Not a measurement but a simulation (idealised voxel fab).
Title: Process Module voxel capacitor over wiring
Cross-section cut spans 165 nm and uses square cells 5 nm in size.
This document writes a cross-section as a grid whose cells are square, and gives it as bands, listed from the top down; one or more rows of cells form a band. The band entry comprises the height of the band's top followed by the height of its bottom, expressed in nm, and subsequently the band's materials from left to right, each stated together with its width in nm. Where a single material is marked with the word "throughout", that material fills the band from edge to edge. The word "air" represents empty space. Ref level 0: as-received wafer is one material below here. Bottom band extends down with no lower bound ("0 -> down"). It should be noted that a width expressed as "30->40" varies in equal increments from row to row of cells within the band, taking the value of the first number at the top row and that of the second number at the bottom row. The designation "no change occurred", where it is given for a processing step, indicates that no cell of the cross-section was altered in the course of that step. Enclosed voids (no open way to top), threshold 8 cells or more, entry "Entrapped voids", notation width x height at distance, distance from left edge, nm. The remark found on a step's line after its settings is issued by the simulator itself and pertains to that step. Steps that use a mask can have "overlay nm" on their line. It says how far the mask sat to the right of where it was meant to be. Negative means to the left.
## Process steps (planned)
1 RECEIVE [material Si]
2 CONFORMAL_DEP [material SiO2] [thk nm 15]
3 CONFORMAL_DEP [material SiN] [thk nm 5]
4 DIRECTIONAL_DEP [material lowk] [thk nm 20]
5 PATTERN [tone open] [mask id METAL_1] [material resist] [width nm 25] [pitch nm 90] [thk nm 15] [overlay nm 0]
6 DIRECTIONAL_ETCH [etch materials lowk] [depth nm 20]
7 DIRECTIONAL_ETCH [etch materials SiN] [depth nm 5]
8 STRIP [etch materials resist]
9 CONFORMAL_DEP [material TiN] [thk nm 5]
10 FILL_DEP [material W] [thk nm 10]
11 CMP [height nm 40]
12 CONFORMAL_DEP [material SiCN] [thk nm 5]
13 DIRECTIONAL_DEP [material SiO2] [thk nm 15]
14 MASKED_ETCH [tone open] [mask id PLUG_1] [width nm 15] [etch materials SiO2] [depth nm 15] [overlay nm 0]
15 MASKED_ETCH [tone open] [mask id PLUG_1] [width nm 15] [etch materials SiCN] [depth nm 5] [overlay nm 0]
16 EPI [material Ru] [thk nm 10]
17 EPI [material Ru] [thk nm 10]
18 DIRECTIONAL_DEP [material TiN] [thk nm 10]
19 DIRECTIONAL_DEP [material SiN] [thk nm 5]
20 DIRECTIONAL_DEP [material TiN] [thk nm 10]
21 PATTERN [tone cover] [mask id UPPER_PLATE] [material resist] [width nm 70] [thk nm 20] [overlay nm 0]
22 DIRECTIONAL_ETCH [etch materials TiN] [depth nm 10]
23 DIRECTIONAL_ETCH [etch materials SiN] [depth nm 5]
24 STRIP [etch materials resist]
25 MASKED_ETCH [tone cover] [mask id LOWER_PLATE] [width nm 80] [etch materials TiN] [depth nm 10] [overlay nm 0]
26 FILL_DEP [material SiO2] [thk nm 20]
27 CMP [height nm 100]
28 DIRECTIONAL_DEP [material aC] [thk nm 15]
29 PATTERN [tone open] [mask id PLUG_2] [material resist] [width nm 15] [thk nm 35] [overlay nm 0]
30 DIRECTIONAL_ETCH [etch materials aC] [depth nm 15]
31 STRIP [etch materials resist]
32 DIRECTIONAL_ETCH [etch materials SiO2] [depth nm 15]
33 STRIP [etch materials aC]
34 CONFORMAL_DEP [material TiN] [thk nm 5]
35 FILL_DEP [material Ru] [thk nm 10]
36 CMP [height nm 100]
37 CONFORMAL_DEP [material SiCN] [thk nm 5]
## Cross-section of the wafer at receipt, which is the condition after step 1
	0 -> down  Si throughout
	Entrapped voids: none
## Cross-sectional image of the first of two wafers at the end of the module, the run having proceeded as planned
	105 -> 100  SiCN throughout
	100 -> 90  SiO2=45 | TiN=5 | Ru=5 | TiN=5 | SiO2=105
	90 -> 85  SiO2=45 | TiN=15 | SiO2=105
	85 -> 75  SiO2=35 | TiN=70 | SiO2=60
	75 -> 70  SiO2=35 | SiN=70 | SiO2=60
	70 -> 60  SiO2=30 | TiN=80 | SiO2=55
	60 -> 45  SiO2=35 | Ru=15 | SiO2=115
	45 -> 40  SiCN=35 | Ru=15 | SiCN=115
	40 -> 20  lowk=25 | TiN=5 | W=15 | TiN=5 | lowk=65 | TiN=5 | W=15 | TiN=5 | lowk=25
	20 -> 15  SiN=25 | TiN=25 | SiN=65 | TiN=25 | SiN=25
	15 -> 0  SiO2 throughout
	0 -> down  Si throughout
	Entrapped voids: none
## Second wafer cross-section at end of module - shared start and plan with the first, one mistake in the run
	105 -> 100  SiCN throughout
	100 -> 90  SiO2=45 | TiN=5 | Ru=5 | TiN=5 | SiO2=105
	90 -> 85  SiO2=45 | TiN=15 | SiO2=105
	85 -> 75  SiO2=35 | TiN=70 | SiO2=60
	75 -> 70  SiO2=35 | SiN=70 | SiO2=60
	70 -> 60  SiO2=30 | TiN=80 | SiO2=55
	60 -> 45  SiO2=35 | Ru=15 | SiO2=115
	45 -> 40  SiCN=35 | Ru=15 | SiCN=115
	40 -> 25  lowk=25 | TiN=5 | W=15 | TiN=5 | lowk=65 | TiN=5 | W=15 | TiN=5 | lowk=25
	25 -> 20  SiN=25 | TiN=25 | SiN=65 | TiN=25 | SiN=25
	20 -> 0  SiO2 throughout
	0 -> down  Si throughout
	Entrapped voids: none
It is concluded that the wafer was processed incorrectly with respect to the plan, in that step 2 off recipe, ran as CONFORMAL_DEP [material SiO2] [thk nm 20]
In the final state, the cell counts of the second wafer exceed or fall short of those of the first for the following materials: 33 more of SiO2 | 4 fewer of TiN | 6 fewer of W | 23 fewer of lowk
